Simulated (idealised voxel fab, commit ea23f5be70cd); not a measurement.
Herein follows the process module entitled voxel wiring stack.
Section shown: cut. Width: 170 nm. Cell size: 5 nm, square.
For the purposes of this document, a cross-section shall be understood as a grid of square cells, specified as bands listed in top-to-bottom order, each band consisting of one or more rows of cells.
Band entry format. Leading values: height of top, height of bottom, nm. Remainder: materials in left-to-right order, each with its width in nm. Special words: "edge to edge" on a single material, which then fills the band edge to edge; "air", empty space.
Note: height 0 marks the level under which the wafer is uniformly one material as received. Lowest band unbounded below, written "0 down".
Think of "30 to 40" as a width that walks from the first number to the second as you go down the band, top row to bottom row, taking equal-sized steps from row to row.
"no change" means the step left every cell of the cross-section as it was.
This entry, "Cavities, sealed", enumerates those empty regions of no fewer than 8 cells that possess no open connection to the top. Each region is reported in the form width x height at distance, the distance being taken from the left edge, with all three quantities expressed in nm.
Anything after a step's settings on that line? It's the simulator's own note about the step.
overlay nm: how far to the right of its planned place the mask lay on this masked step (negative: to the left).

[The steps planned for the process are as follows]
1 RECEIVE [material Si]
2 CONFORMAL_DEP [material SiO2] [thk nm 10]
3 DIRECTIONAL_DEP [material TiN] [thk nm 5]
4 DIRECTIONAL_DEP [material W] [thk nm 25]
5 PATTERN [tone cover] [mask id METAL_1] [material resist] [width nm 30] [pitch nm 55] [thk nm 20] [overlay nm 0]
6 DIRECTIONAL_ETCH [etch materials W] [depth nm 25]
7 DIRECTIONAL_ETCH [etch materials TiN] [depth nm 5]
8 STRIP [etch materials resist]
9 FILL_DEP [material lowk] [thk nm 5]
10 CMP [height nm 40]
11 CONFORMAL_DEP [material SiCN] [thk nm 5]
12 DIRECTIONAL_DEP [material lowk] [thk nm 20]
13 DIRECTIONAL_DEP [material aC] [thk nm 10]
14 PATTERN [tone open] [mask id PLUG_1] [material resist] [width nm 15] [pitch nm 55] [thk nm 25] [overlay nm 0]
15 DIRECTIONAL_ETCH [etch materials aC] [depth nm 10]
16 STRIP [etch materials resist]
17 DIRECTIONAL_ETCH [etch materials lowk] [depth nm 20]
18 DIRECTIONAL_ETCH [etch materials SiCN] [depth nm 5]
19 STRIP [etch materials aC]
20 CONFORMAL_DEP [material TiN] [thk nm 5]
21 FILL_DEP [material Cu] [thk nm 10]
22 CMP [height nm 65]
23 CONFORMAL_DEP [material SiN] [thk nm 5]
24 DIRECTIONAL_DEP [material SiO2] [thk nm 15]
25 MASKED_ETCH [tone open] [mask id METAL_2] [width nm 30] [pitch nm 55] [etch materials SiO2] [depth nm 15] [overlay nm 0]
26 MASKED_ETCH [tone open] [mask id METAL_2] [width nm 30] [pitch nm 55] [etch materials SiN] [depth nm 5] [overlay nm 0]
27 CONFORMAL_DEP [material TiN] [thk nm 5]
28 FILL_DEP [material Cu] [thk nm 10]
29 CMP [height nm 85]
30 CONFORMAL_DEP [material SiCN] [thk nm 5]

[Of two wafers, the first: run according to plan]

[Incoming wafer in cross-section (state: after step 1)]
0 down  Si edge to edge
Cavities, sealed: none

[Step 2 complete: cross-section through the wafer]
10 to 0  SiO2 edge to edge
Unchanged below 0.

[Step 3 complete: cross-section through the wafer]
15 to 10  TiN edge to edge
Unchanged below 10.

[Step 4 complete: cross-section through the wafer]
40 to 15  W edge to edge
Unchanged below 15.

[Step 5 complete: cross-section through the wafer]
60 to 40  15 nm air / 30 nm resist / 25 nm air / 30 nm resist / 25 nm air / 30 nm resist / 15 nm air
Unchanged below 40.

[Step 6 complete: cross-section through the wafer]
60 to 40  15 nm air / 30 nm resist / 25 nm air / 30 nm resist / 25 nm air / 30 nm resist / 15 nm air
40 to 15  15 nm air / 30 nm W / 25 nm air / 30 nm W / 25 nm air / 30 nm W / 15 nm air
Unchanged below 15.

[Step 7 complete: cross-section through the wafer]
60 to 40  15 nm air / 30 nm resist / 25 nm air / 30 nm resist / 25 nm air / 30 nm resist / 15 nm air
40 to 15  15 nm air / 30 nm W / 25 nm air / 30 nm W / 25 nm air / 30 nm W / 15 nm air
15 to 10  15 nm air / 30 nm TiN / 25 nm air / 30 nm TiN / 25 nm air / 30 nm TiN / 15 nm air
Unchanged below 10.

[Step 8 complete: cross-section through the wafer]
40 to 15  15 nm air / 30 nm W / 25 nm air / 30 nm W / 25 nm air / 30 nm W / 15 nm air
Unchanged below 15.

[Step 9 complete: cross-section through the wafer]
45 to 40  lowk edge to edge
40 to 15  15 nm lowk / 30 nm W / 25 nm lowk / 30 nm W / 25 nm lowk / 30 nm W / 15 nm lowk
15 to 10  15 nm lowk / 30 nm TiN / 25 nm lowk / 30 nm TiN / 25 nm lowk / 30 nm TiN / 15 nm lowk
Unchanged below 10.

[Step 10 complete: cross-section through the wafer]
40 to 15  15 nm lowk / 30 nm W / 25 nm lowk / 30 nm W / 25 nm lowk / 30 nm W / 15 nm lowk
Unchanged below 15.

[Step 11 complete: cross-section through the wafer]
45 to 40  SiCN edge to edge
Unchanged below 40.

[Step 12 complete: cross-section through the wafer]
65 to 45  lowk edge to edge
Unchanged below 45.

[Step 13 complete: cross-section through the wafer]
75 to 65  aC edge to edge
Unchanged below 65.

[Step 14 complete: cross-section through the wafer]
100 to 75  15 nm resist / 15 nm air / 40 nm resist / 15 nm air / 40 nm resist / 15 nm air / 30 nm resist
Unchanged below 75.

[Step 15 complete: cross-section through the wafer]
90 to 75  15 nm resist / 15 nm air / 40 nm resist / 15 nm air / 40 nm resist / 15 nm air / 30 nm resist
75 to 65  15 nm aC / 15 nm air / 40 nm aC / 15 nm air / 40 nm aC / 15 nm air / 30 nm aC
Unchanged below 65.

[Step 16 complete: cross-section through the wafer]
75 to 65  15 nm aC / 15 nm air / 40 nm aC / 15 nm air / 40 nm aC / 15 nm air / 30 nm aC
Unchanged below 65.

[Step 17 complete: cross-section through the wafer]
75 to 65  15 nm aC / 15 nm air / 40 nm aC / 15 nm air / 40 nm aC / 15 nm air / 30 nm aC
65 to 45  15 nm lowk / 15 nm air / 40 nm lowk / 15 nm air / 40 nm lowk / 15 nm air / 30 nm lowk
Unchanged below 45.

[Step 18 complete: cross-section through the wafer]
75 to 65  15 nm aC / 15 nm air / 40 nm aC / 15 nm air / 40 nm aC / 15 nm air / 30 nm aC
65 to 45  15 nm lowk / 15 nm air / 40 nm lowk / 15 nm air / 40 nm lowk / 15 nm air / 30 nm lowk
45 to 40  15 nm SiCN / 15 nm air / 40 nm SiCN / 15 nm air / 40 nm SiCN / 15 nm air / 30 nm SiCN
Unchanged below 40.

[Step 19 complete: cross-section through the wafer]
65 to 45  15 nm lowk / 15 nm air / 40 nm lowk / 15 nm air / 40 nm lowk / 15 nm air / 30 nm lowk
Unchanged below 45.

[Step 20 complete: cross-section through the wafer]
70 to 65  20 nm TiN / 5 nm air / 50 nm TiN / 5 nm air / 50 nm TiN / 5 nm air / 35 nm TiN
65 to 45  15 nm lowk / 5 nm TiN / 5 nm air / 5 nm TiN / 40 nm lowk / 5 nm TiN / 5 nm air / 5 nm TiN / 40 nm lowk / 5 nm TiN / 5 nm air / 5 nm TiN / 30 nm lowk
45 to 40  15 nm SiCN / 15 nm TiN / 40 nm SiCN / 15 nm TiN / 40 nm SiCN / 15 nm TiN / 30 nm SiCN
Unchanged below 40.

[Step 21 complete: cross-section through the wafer]
80 to 70  Cu edge to edge
70 to 65  20 nm TiN / 5 nm Cu / 50 nm TiN / 5 nm Cu / 50 nm TiN / 5 nm Cu / 35 nm TiN
65 to 45  15 nm lowk / 5 nm TiN / 5 nm Cu / 5 nm TiN / 40 nm lowk / 5 nm TiN / 5 nm Cu / 5 nm TiN / 40 nm lowk / 5 nm TiN / 5 nm Cu / 5 nm TiN / 30 nm lowk
Unchanged below 45.

[Step 22 complete: cross-section through the wafer]
65 to 45  15 nm lowk / 5 nm TiN / 5 nm Cu / 5 nm TiN / 40 nm lowk / 5 nm TiN / 5 nm Cu / 5 nm TiN / 40 nm lowk / 5 nm TiN / 5 nm Cu / 5 nm TiN / 30 nm lowk
Unchanged below 45.

[Step 23 complete: cross-section through the wafer]
70 to 65  SiN edge to edge
Unchanged below 65.

[Step 24 complete: cross-section through the wafer]
85 to 70  SiO2 edge to edge
Unchanged below 70.

[Step 25 complete: cross-section through the wafer]
85 to 70  15 nm SiO2 / 30 nm air / 25 nm SiO2 / 30 nm air / 25 nm SiO2 / 30 nm air / 15 nm SiO2
Unchanged below 70.

[Step 26 complete: cross-section through the wafer]
85 to 70  15 nm SiO2 / 30 nm air / 25 nm SiO2 / 30 nm air / 25 nm SiO2 / 30 nm air / 15 nm SiO2
70 to 65  15 nm SiN / 30 nm air / 25 nm SiN / 30 nm air / 25 nm SiN / 30 nm air / 15 nm SiN
Unchanged below 65.

[Step 27 complete: cross-section through the wafer]
90 to 85  20 nm TiN / 20 nm air / 35 nm TiN / 20 nm air / 35 nm TiN / 20 nm air / 20 nm TiN
85 to 70  15 nm SiO2 / 5 nm TiN / 20 nm air / 5 nm TiN / 25 nm SiO2 / 5 nm TiN / 20 nm air / 5 nm TiN / 25 nm SiO2 / 5 nm TiN / 20 nm air / 5 nm TiN / 15 nm SiO2
70 to 65  15 nm SiN / 30 nm TiN / 25 nm SiN / 30 nm TiN / 25 nm SiN / 30 nm TiN / 15 nm SiN
Unchanged below 65.

[Step 28 complete: cross-section through the wafer]
100 to 90  Cu edge to edge
90 to 85  20 nm TiN / 20 nm Cu / 35 nm TiN / 20 nm Cu / 35 nm TiN / 20 nm Cu / 20 nm TiN
85 to 70  15 nm SiO2 / 5 nm TiN / 20 nm Cu / 5 nm TiN / 25 nm SiO2 / 5 nm TiN / 20 nm Cu / 5 nm TiN / 25 nm SiO2 / 5 nm TiN / 20 nm Cu / 5 nm TiN / 15 nm SiO2
Unchanged below 70.

[Step 29 complete: cross-section through the wafer]
85 to 70  15 nm SiO2 / 5 nm TiN / 20 nm Cu / 5 nm TiN / 25 nm SiO2 / 5 nm TiN / 20 nm Cu / 5 nm TiN / 25 nm SiO2 / 5 nm TiN / 20 nm Cu / 5 nm TiN / 15 nm SiO2
Unchanged below 70.

[Step 30 complete: cross-section through the wafer]
90 to 85  SiCN edge to edge
Unchanged below 85.

[Second wafer - shared start and plan with the first - one error in running - same as the first up to step 13 inclusive]

[What the second wafer looks like in cross-section when step 14 should have wrapped up]
100 to 75  25 nm resist / 15 nm air / 40 nm resist / 15 nm air / 40 nm resist / 15 nm air / 20 nm resist
Unchanged below 75.

[What the second wafer looks like in cross-section when step 15 should have wrapped up]
90 to 75  25 nm resist / 15 nm air / 40 nm resist / 15 nm air / 40 nm resist / 15 nm air / 20 nm resist
75 to 65  25 nm aC / 15 nm air / 40 nm aC / 15 nm air / 40 nm aC / 15 nm air / 20 nm aC
Unchanged below 65.

[What the second wafer looks like in cross-section when step 16 should have wrapped up]
75 to 65  25 nm aC / 15 nm air / 40 nm aC / 15 nm air / 40 nm aC / 15 nm air / 20 nm aC
Unchanged below 65.

[What the second wafer looks like in cross-section when step 17 should have wrapped up]
75 to 65  25 nm aC / 15 nm air / 40 nm aC / 15 nm air / 40 nm aC / 15 nm air / 20 nm aC
65 to 45  25 nm lowk / 15 nm air / 40 nm lowk / 15 nm air / 40 nm lowk / 15 nm air / 20 nm lowk
Unchanged below 45.

[What the second wafer looks like in cross-section when step 18 should have wrapped up]
75 to 65  25 nm aC / 15 nm air / 40 nm aC / 15 nm air / 40 nm aC / 15 nm air / 20 nm aC
65 to 45  25 nm lowk / 15 nm air / 40 nm lowk / 15 nm air / 40 nm lowk / 15 nm air / 20 nm lowk
45 to 40  25 nm SiCN / 15 nm air / 40 nm SiCN / 15 nm air / 40 nm SiCN / 15 nm air / 20 nm SiCN
Unchanged below 40.

[What the second wafer looks like in cross-section when step 19 should have wrapped up]
65 to 45  25 nm lowk / 15 nm air / 40 nm lowk / 15 nm air / 40 nm lowk / 15 nm air / 20 nm lowk
Unchanged below 45.

[What the second wafer looks like in cross-section when step 20 should have wrapped up]
70 to 65  30 nm TiN / 5 nm air / 50 nm TiN / 5 nm air / 50 nm TiN / 5 nm air / 25 nm TiN
65 to 45  25 nm lowk / 5 nm TiN / 5 nm air / 5 nm TiN / 40 nm lowk / 5 nm TiN / 5 nm air / 5 nm TiN / 40 nm lowk / 5 nm TiN / 5 nm air / 5 nm TiN / 20 nm lowk
45 to 40  25 nm SiCN / 15 nm TiN / 40 nm SiCN / 15 nm TiN / 40 nm SiCN / 15 nm TiN / 20 nm SiCN
Unchanged below 40.

[What the second wafer looks like in cross-section when step 21 should have wrapped up]
80 to 70  Cu edge to edge
70 to 65  30 nm TiN / 5 nm Cu / 50 nm TiN / 5 nm Cu / 50 nm TiN / 5 nm Cu / 25 nm TiN
65 to 45  25 nm lowk / 5 nm TiN / 5 nm Cu / 5 nm TiN / 40 nm lowk / 5 nm TiN / 5 nm Cu / 5 nm TiN / 40 nm lowk / 5 nm TiN / 5 nm Cu / 5 nm TiN / 20 nm lowk
Unchanged below 45.

[What the second wafer looks like in cross-section when step 22 should have wrapped up]
65 to 45  25 nm lowk / 5 nm TiN / 5 nm Cu / 5 nm TiN / 40 nm lowk / 5 nm TiN / 5 nm Cu / 5 nm TiN / 40 nm lowk / 5 nm TiN / 5 nm Cu / 5 nm TiN / 20 nm lowk
Unchanged below 45.

[What the second wafer looks like in cross-section when step 23 should have wrapped up]
70 to 65  SiN edge to edge
Unchanged below 65.

[What the second wafer looks like in cross-section when step 24 should have wrapped up]
85 to 70  SiO2 edge to edge
Unchanged below 70.

[What the second wafer looks like in cross-section when step 25 should have wrapped up]
85 to 70  15 nm SiO2 / 30 nm air / 25 nm SiO2 / 30 nm air / 25 nm SiO2 / 30 nm air / 15 nm SiO2
Unchanged below 70.

[What the second wafer looks like in cross-section when step 26 should have wrapped up]
85 to 70  15 nm SiO2 / 30 nm air / 25 nm SiO2 / 30 nm air / 25 nm SiO2 / 30 nm air / 15 nm SiO2
70 to 65  15 nm SiN / 30 nm air / 25 nm SiN / 30 nm air / 25 nm SiN / 30 nm air / 15 nm SiN
Unchanged below 65.

[What the second wafer looks like in cross-section when step 27 should have wrapped up]
90 to 85  20 nm TiN / 20 nm air / 35 nm TiN / 20 nm air / 35 nm TiN / 20 nm air / 20 nm TiN
85 to 70  15 nm SiO2 / 5 nm TiN / 20 nm air / 5 nm TiN / 25 nm SiO2 / 5 nm TiN / 20 nm air / 5 nm TiN / 25 nm SiO2 / 5 nm TiN / 20 nm air / 5 nm TiN / 15 nm SiO2
70 to 65  15 nm SiN / 30 nm TiN / 25 nm SiN / 30 nm TiN / 25 nm SiN / 30 nm TiN / 15 nm SiN
Unchanged below 65.

[What the second wafer looks like in cross-section when step 28 should have wrapped up]
100 to 90  Cu edge to edge
90 to 85  20 nm TiN / 20 nm Cu / 35 nm TiN / 20 nm Cu / 35 nm TiN / 20 nm Cu / 20 nm TiN
85 to 70  15 nm SiO2 / 5 nm TiN / 20 nm Cu / 5 nm TiN / 25 nm SiO2 / 5 nm TiN / 20 nm Cu / 5 nm TiN / 25 nm SiO2 / 5 nm TiN / 20 nm Cu / 5 nm TiN / 15 nm SiO2
Unchanged below 70.

[What the second wafer looks like in cross-section when step 29 should have wrapped up]
85 to 70  15 nm SiO2 / 5 nm TiN / 20 nm Cu / 5 nm TiN / 25 nm SiO2 / 5 nm TiN / 20 nm Cu / 5 nm TiN / 25 nm SiO2 / 5 nm TiN / 20 nm Cu / 5 nm TiN / 15 nm SiO2
Unchanged below 70.

[What the second wafer looks like in cross-section when step 30 should have wrapped up]
90 to 85  SiCN edge to edge
Unchanged below 85.
So what did we get wrong on this run? step 14 changed vs plan, executed as PATTERN [tone open] [mask id PLUG_1] [material resist] [width nm 15] [pitch nm 55] [thk nm 25] [overlay nm 10]
At the close, every material occupies the same number of cells on the second wafer as on the first, only in different positions.
